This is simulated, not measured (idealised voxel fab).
process module | voxel air gaps
cross-section cut | 165 nm wide | cells 5 nm
A cross-section is a grid of square cells, given in bands from the top down. A band is one or more rows of cells.
Each band's line starts with the height of the band's top and of its bottom, in nm. Then come its materials from left to right, each with its width in nm. One material with "throughout" fills the band from edge to edge. "air" is empty space.
Height 0 is the level under which the wafer as received is all one material. The lowest band goes on downwards, as in "0 down".
A width such as "30 to 40" changes by the same amount from each row of cells to the next, from the band's top row to its bottom row.
"no change" after a step means that no cell of the cross-section changed.
closed voids: empty space of 8 cells or more with no open way to the top, each as width x height at its distance from the left edge, in nm
after a step's settings: what the simulator itself notes on the step
overlay nm, on a step with a mask: how far to the right of its planned place the mask lay; to the left if negative
plan
1 op RECEIVE | material Si
2 op CONFORMAL_DEP | material SiO2 | thk nm 15
3 op CONFORMAL_DEP | material SiCN | thk nm 5
4 op DIRECTIONAL_DEP | material lowk | thk nm 30
5 op DIRECTIONAL_DEP | material aC | thk nm 10
6 op PATTERN | tone open | mask id LINES | material resist | width nm 20 | pitch nm 45 | thk nm 25 | overlay nm -10
7 op DIRECTIONAL_ETCH | etch materials aC | depth nm 10
8 op STRIP | etch materials resist
9 op DIRECTIONAL_ETCH | etch materials lowk | depth nm 30
10 op STRIP | etch materials aC
11 op CONFORMAL_DEP | material TiN | thk nm 5
12 op FILL_DEP | material Ru | thk nm 5
13 op CMP | height nm 50
14 op EPI | material Ru | thk nm 10
15 op SELECTIVE_ETCH | etch materials lowk | depth nm 40
16 op CONFORMAL_DEP | material SiCN | thk nm 5
varied across the wafers: overlay nm of step 6. The plan shows the first wafer's value. All wafers start alike
first wafer as received, after step 1
  0 down: Si throughout
  closed voids: none
each wafer at the end: cells of each material gained (+) or lost (-) since it was received, then its closed voids
overlay nm -10 | +78 Ru | +130 SiCN | +99 SiO2 | +42 TiN | closed voids: 10 x 20 at 0; 15 x 20 at 40; 15 x 20 at 85
overlay nm -5 | +78 Ru | +130 SiCN | +99 SiO2 | +42 TiN | closed voids: 15 x 20 at 45; 15 x 20 at 90
overlay nm 0 | +78 Ru | +130 SiCN | +99 SiO2 | +42 TiN | closed voids: 15 x 20 at 50; 15 x 20 at 95
overlay nm 5 | +78 Ru | +130 SiCN | +99 SiO2 | +42 TiN | closed voids: 15 x 20 at 55; 15 x 20 at 100
overlay nm 10 | +78 Ru | +130 SiCN | +99 SiO2 | +42 TiN | closed voids: 15 x 20 at 60; 15 x 20 at 105
overlay nm 15 | +78 Ru | +130 SiCN | +99 SiO2 | +42 TiN | closed voids: 15 x 20 at 65; 15 x 20 at 110; 10 x 20 at 155
